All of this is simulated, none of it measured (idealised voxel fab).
The name of this process module is voxel self aligned contacts.
Square cell edge 5 nm, section width 170 nm, ID cut.
Reading order for cross-sections: top band down to bottom band. Underlying form: a grid of square cells. Band size: one or more rows of cells.
Quick guide to a band line: top height, bottom height (nm) up front; then every material left to right with its width in nm. Only one material and it's marked "edge to edge"? Then it fills the band edge to edge. And "blank" just means empty space.
Basically, 0 is our baseline, since under it the wafer straight out of the box is all one material. The bottom band has no lower end and keeps on going down, so it looks like "0 and below".
The notation "30->40" denotes a width that varies across the rows of cells in the band, beginning at the first number in the top row, finishing at the second number in the bottom row, and changing by an identical amount from each row to the next.
Step note "nothing was modified" = no cross-section cell changed.
Empty spaces counting at least 8 cells and having no open way to the top are listed in "Completely enclosed voids". The notation width x height at distance is used for each, the distance being from the left edge and all three values in nm.
Anything after a step's settings on that line? It's the simulator's own note about the step.
For masked steps, "overlay nm" on the step line gives how far right of plan the mask actually lay; a minus sign means it lay to the left.
Set out below are the planned steps of the process:
1) RECEIVE | material Si
2) OXIDIZE | depth nm 5
3) DIRECTIONAL_DEP | material polySi | thk nm 30
4) DIRECTIONAL_DEP | material SiN | thk nm 25
5) DIRECTIONAL_DEP | material aC | thk nm 15
6) PATTERN | tone cover | mask id GATE | material resist | width nm 30 | pitch nm 75 | thk nm 35 | overlay nm 0
7) DIRECTIONAL_ETCH | etch materials aC | depth nm 15
8) STRIP | etch materials resist
9) DIRECTIONAL_ETCH | etch materials SiN | depth nm 25
10) DIRECTIONAL_ETCH | etch materials polySi | depth nm 30
11) STRIP | etch materials aC
12) CONFORMAL_DEP | material SiN | thk nm 10
13) DIRECTIONAL_ETCH | etch materials SiN | depth nm 10
14) FILL_DEP | material SiO2 | thk nm 15
15) CMP | height nm 60
16) MASKED_ETCH | tone open | mask id CONTACT | width nm 55 | etch materials SiO2 | depth nm 65 | overlay nm 0
17) CONFORMAL_DEP | material TiN | thk nm 5
18) FILL_DEP | material W | thk nm 5
19) CMP | height nm 60
20) CONFORMAL_DEP | material SiN | thk nm 5
First of two wafers, processed according to plan:
Wafer as received: cross-section following step 1:
> 0 and below  Si edge to edge
> Completely enclosed voids: none
How the wafer stands in section after step 2:
> 0 down to -5  SiO2 edge to edge
> Whatever lies below -5 is exactly as it was before.
How the wafer stands in section after step 3:
> 30 down to 0  polySi edge to edge
> Whatever lies below 0 is exactly as it was before.
How the wafer stands in section after step 4:
> 55 down to 30  SiN edge to edge
> Whatever lies below 30 is exactly as it was before.
How the wafer stands in section after step 5:
> 70 down to 55  aC edge to edge
> Whatever lies below 55 is exactly as it was before.
How the wafer stands in section after step 6:
> 105 down to 70  30 nm blank, 30 nm resist, 45 nm blank, 30 nm resist, 35 nm blank
> Whatever lies below 70 is exactly as it was before.
How the wafer stands in section after step 7:
> 90 down to 70  30 nm blank, 30 nm resist, 45 nm blank, 30 nm resist, 35 nm blank
> 70 down to 55  30 nm blank, 30 nm aC, 45 nm blank, 30 nm aC, 35 nm blank
> Whatever lies below 55 is exactly as it was before.
How the wafer stands in section after step 8:
> 70 down to 55  30 nm blank, 30 nm aC, 45 nm blank, 30 nm aC, 35 nm blank
> Whatever lies below 55 is exactly as it was before.
How the wafer stands in section after step 9:
> 70 down to 55  30 nm blank, 30 nm aC, 45 nm blank, 30 nm aC, 35 nm blank
> 55 down to 30  30 nm blank, 30 nm SiN, 45 nm blank, 30 nm SiN, 35 nm blank
> Whatever lies below 30 is exactly as it was before.
How the wafer stands in section after step 10:
> 70 down to 55  30 nm blank, 30 nm aC, 45 nm blank, 30 nm aC, 35 nm blank
> 55 down to 30  30 nm blank, 30 nm SiN, 45 nm blank, 30 nm SiN, 35 nm blank
> 30 down to 0  30 nm blank, 30 nm polySi, 45 nm blank, 30 nm polySi, 35 nm blank
> Whatever lies below 0 is exactly as it was before.
How the wafer stands in section after step 11:
> 55 down to 30  30 nm blank, 30 nm SiN, 45 nm blank, 30 nm SiN, 35 nm blank
> Whatever lies below 30 is exactly as it was before.
How the wafer stands in section after step 12:
> 65 down to 30  20 nm blank, 50 nm SiN, 25 nm blank, 50 nm SiN, 25 nm blank
> 30 down to 10  20 nm blank, 10 nm SiN, 30 nm polySi, 10 nm SiN, 25 nm blank, 10 nm SiN, 30 nm polySi, 10 nm SiN, 25 nm blank
> 10 down to 0  30 nm SiN, 30 nm polySi, 45 nm SiN, 30 nm polySi, 35 nm SiN
> Whatever lies below 0 is exactly as it was before.
How the wafer stands in section after step 13:
> 55 down to 30  20 nm blank, 50 nm SiN, 25 nm blank, 50 nm SiN, 25 nm blank
> 30 down to 0  20 nm blank, 10 nm SiN, 30 nm polySi, 10 nm SiN, 25 nm blank, 10 nm SiN, 30 nm polySi, 10 nm SiN, 25 nm blank
> Whatever lies below 0 is exactly as it was before.
How the wafer stands in section after step 14:
> 70 down to 55  SiO2 edge to edge
> 55 down to 30  20 nm SiO2, 50 nm SiN, 25 nm SiO2, 50 nm SiN, 25 nm SiO2
> 30 down to 0  20 nm SiO2, 10 nm SiN, 30 nm polySi, 10 nm SiN, 25 nm SiO2, 10 nm SiN, 30 nm polySi, 10 nm SiN, 25 nm SiO2
> Whatever lies below 0 is exactly as it was before.
How the wafer stands in section after step 15:
> 60 down to 55  SiO2 edge to edge
> Whatever lies below 55 is exactly as it was before.
How the wafer stands in section after step 16:
> 60 down to 55  55 nm SiO2, 55 nm blank, 60 nm SiO2
> 55 down to 30  20 nm SiO2, 50 nm SiN, 25 nm blank, 50 nm SiN, 25 nm SiO2
> 30 down to 0  20 nm SiO2, 10 nm SiN, 30 nm polySi, 10 nm SiN, 25 nm blank, 10 nm SiN, 30 nm polySi, 10 nm SiN, 25 nm SiO2
> 0 down to -5  70 nm SiO2, 25 nm blank, 75 nm SiO2
> Whatever lies below -5 is exactly as it was before.
How the wafer stands in section after step 17:
> 65 down to 60  60 nm TiN, 45 nm blank, 65 nm TiN
> 60 down to 55  55 nm SiO2, 20 nm TiN, 15 nm blank, 20 nm TiN, 60 nm SiO2
> 55 down to 30  20 nm SiO2, 50 nm SiN, 5 nm TiN, 15 nm blank, 5 nm TiN, 50 nm SiN, 25 nm SiO2
> 30 down to 0  20 nm SiO2, 10 nm SiN, 30 nm polySi, 10 nm SiN, 5 nm TiN, 15 nm blank, 5 nm TiN, 10 nm SiN, 30 nm polySi, 10 nm SiN, 25 nm SiO2
> 0 down to -5  70 nm SiO2, 25 nm TiN, 75 nm SiO2
> Whatever lies below -5 is exactly as it was before.
How the wafer stands in section after step 18:
> 70 down to 65  W edge to edge
> 65 down to 60  60 nm TiN, 45 nm W, 65 nm TiN
> 60 down to 55  55 nm SiO2, 20 nm TiN, 15 nm W, 20 nm TiN, 60 nm SiO2
> 55 down to 30  20 nm SiO2, 50 nm SiN, 5 nm TiN, 15 nm W, 5 nm TiN, 50 nm SiN, 25 nm SiO2
> 30 down to 0  20 nm SiO2, 10 nm SiN, 30 nm polySi, 10 nm SiN, 5 nm TiN, 15 nm W, 5 nm TiN, 10 nm SiN, 30 nm polySi, 10 nm SiN, 25 nm SiO2
> Whatever lies below 0 is exactly as it was before.
How the wafer stands in section after step 19:
> 60 down to 55  55 nm SiO2, 20 nm TiN, 15 nm W, 20 nm TiN, 60 nm SiO2
> Whatever lies below 55 is exactly as it was before.
How the wafer stands in section after step 20:
> 65 down to 60  SiN edge to edge
> Whatever lies below 60 is exactly as it was before.
Wafer two of the pair: same origin, same plan, one error during the run; identical to wafer one up to and including step 2:
Cross-section, second wafer, at the end time the plan gives for step 3:
> 20 down to 0  polySi edge to edge
> Whatever lies below 0 is exactly as it was before.
Cross-section, second wafer, at the end time the plan gives for step 4:
> 45 down to 20  SiN edge to edge
> Whatever lies below 20 is exactly as it was before.
Cross-section, second wafer, at the end time the plan gives for step 5:
> 60 down to 45  aC edge to edge
> Whatever lies below 45 is exactly as it was before.
Cross-section, second wafer, at the end time the plan gives for step 6:
> 95 down to 60  30 nm blank, 30 nm resist, 45 nm blank, 30 nm resist, 35 nm blank
> Whatever lies below 60 is exactly as it was before.
Cross-section, second wafer, at the end time the plan gives for step 7:
> 80 down to 60  30 nm blank, 30 nm resist, 45 nm blank, 30 nm resist, 35 nm blank
> 60 down to 45  30 nm blank, 30 nm aC, 45 nm blank, 30 nm aC, 35 nm blank
> Whatever lies below 45 is exactly as it was before.
Cross-section, second wafer, at the end time the plan gives for step 8:
> 60 down to 45  30 nm blank, 30 nm aC, 45 nm blank, 30 nm aC, 35 nm blank
> Whatever lies below 45 is exactly as it was before.
Cross-section, second wafer, at the end time the plan gives for step 9:
> 60 down to 45  30 nm blank, 30 nm aC, 45 nm blank, 30 nm aC, 35 nm blank
> 45 down to 20  30 nm blank, 30 nm SiN, 45 nm blank, 30 nm SiN, 35 nm blank
> Whatever lies below 20 is exactly as it was before.
Cross-section, second wafer, at the end time the plan gives for step 10:
> 60 down to 45  30 nm blank, 30 nm aC, 45 nm blank, 30 nm aC, 35 nm blank
> 45 down to 20  30 nm blank, 30 nm SiN, 45 nm blank, 30 nm SiN, 35 nm blank
> 20 down to 0  30 nm blank, 30 nm polySi, 45 nm blank, 30 nm polySi, 35 nm blank
> Whatever lies below 0 is exactly as it was before.
Cross-section, second wafer, at the end time the plan gives for step 11:
> 45 down to 20  30 nm blank, 30 nm SiN, 45 nm blank, 30 nm SiN, 35 nm blank
> Whatever lies below 20 is exactly as it was before.
Cross-section, second wafer, at the end time the plan gives for step 12:
> 55 down to 20  20 nm blank, 50 nm SiN, 25 nm blank, 50 nm SiN, 25 nm blank
> 20 down to 10  20 nm blank, 10 nm SiN, 30 nm polySi, 10 nm SiN, 25 nm blank, 10 nm SiN, 30 nm polySi, 10 nm SiN, 25 nm blank
> 10 down to 0  30 nm SiN, 30 nm polySi, 45 nm SiN, 30 nm polySi, 35 nm SiN
> Whatever lies below 0 is exactly as it was before.
Cross-section, second wafer, at the end time the plan gives for step 13:
> 45 down to 20  20 nm blank, 50 nm SiN, 25 nm blank, 50 nm SiN, 25 nm blank
> 20 down to 0  20 nm blank, 10 nm SiN, 30 nm polySi, 10 nm SiN, 25 nm blank, 10 nm SiN, 30 nm polySi, 10 nm SiN, 25 nm blank
> Whatever lies below 0 is exactly as it was before.
Cross-section, second wafer, at the end time the plan gives for step 14:
> 60 down to 45  SiO2 edge to edge
> 45 down to 20  20 nm SiO2, 50 nm SiN, 25 nm SiO2, 50 nm SiN, 25 nm SiO2
> 20 down to 0  20 nm SiO2, 10 nm SiN, 30 nm polySi, 10 nm SiN, 25 nm SiO2, 10 nm SiN, 30 nm polySi, 10 nm SiN, 25 nm SiO2
> Whatever lies below 0 is exactly as it was before.
Cross-section, second wafer, at the end time the plan gives for step 15: nothing was modified
Cross-section, second wafer, at the end time the plan gives for step 16:
> 60 down to 45  55 nm SiO2, 55 nm blank, 60 nm SiO2
> 45 down to 20  20 nm SiO2, 50 nm SiN, 25 nm blank, 50 nm SiN, 25 nm SiO2
> 20 down to 0  20 nm SiO2, 10 nm SiN, 30 nm polySi, 10 nm SiN, 25 nm blank, 10 nm SiN, 30 nm polySi, 10 nm SiN, 25 nm SiO2
> 0 down to -5  70 nm SiO2, 25 nm blank, 75 nm SiO2
> Whatever lies below -5 is exactly as it was before.
Cross-section, second wafer, at the end time the plan gives for step 17:
> 65 down to 60  60 nm TiN, 45 nm blank, 65 nm TiN
> 60 down to 50  55 nm SiO2, 5 nm TiN, 45 nm blank, 5 nm TiN, 60 nm SiO2
> 50 down to 45  55 nm SiO2, 20 nm TiN, 15 nm blank, 20 nm TiN, 60 nm SiO2
> 45 down to 20  20 nm SiO2, 50 nm SiN, 5 nm TiN, 15 nm blank, 5 nm TiN, 50 nm SiN, 25 nm SiO2
> 20 down to 0  20 nm SiO2, 10 nm SiN, 30 nm polySi, 10 nm SiN, 5 nm TiN, 15 nm blank, 5 nm TiN, 10 nm SiN, 30 nm polySi, 10 nm SiN, 25 nm SiO2
> 0 down to -5  70 nm SiO2, 25 nm TiN, 75 nm SiO2
> Whatever lies below -5 is exactly as it was before.
Cross-section, second wafer, at the end time the plan gives for step 18:
> 70 down to 65  W edge to edge
> 65 down to 60  60 nm TiN, 45 nm W, 65 nm TiN
> 60 down to 50  55 nm SiO2, 5 nm TiN, 45 nm W, 5 nm TiN, 60 nm SiO2
> 50 down to 45  55 nm SiO2, 20 nm TiN, 15 nm W, 20 nm TiN, 60 nm SiO2
> 45 down to 20  20 nm SiO2, 50 nm SiN, 5 nm TiN, 15 nm W, 5 nm TiN, 50 nm SiN, 25 nm SiO2
> 20 down to 0  20 nm SiO2, 10 nm SiN, 30 nm polySi, 10 nm SiN, 5 nm TiN, 15 nm W, 5 nm TiN, 10 nm SiN, 30 nm polySi, 10 nm SiN, 25 nm SiO2
> Whatever lies below 0 is exactly as it was before.
Cross-section, second wafer, at the end time the plan gives for step 19:
> 60 down to 50  55 nm SiO2, 5 nm TiN, 45 nm W, 5 nm TiN, 60 nm SiO2
> Whatever lies below 50 is exactly as it was before.
Cross-section, second wafer, at the end time the plan gives for step 20:
> 65 down to 60  SiN edge to edge
> Whatever lies below 60 is exactly as it was before.
Want to know what went wrong? step 3, actual vs plan mismatch, actual run DIRECTIONAL_DEP | material polySi | thk nm 20
Count the cells at the end and the second wafer has more or fewer of some materials than the first: SiN -16; SiO2 +28; W +12; polySi -24
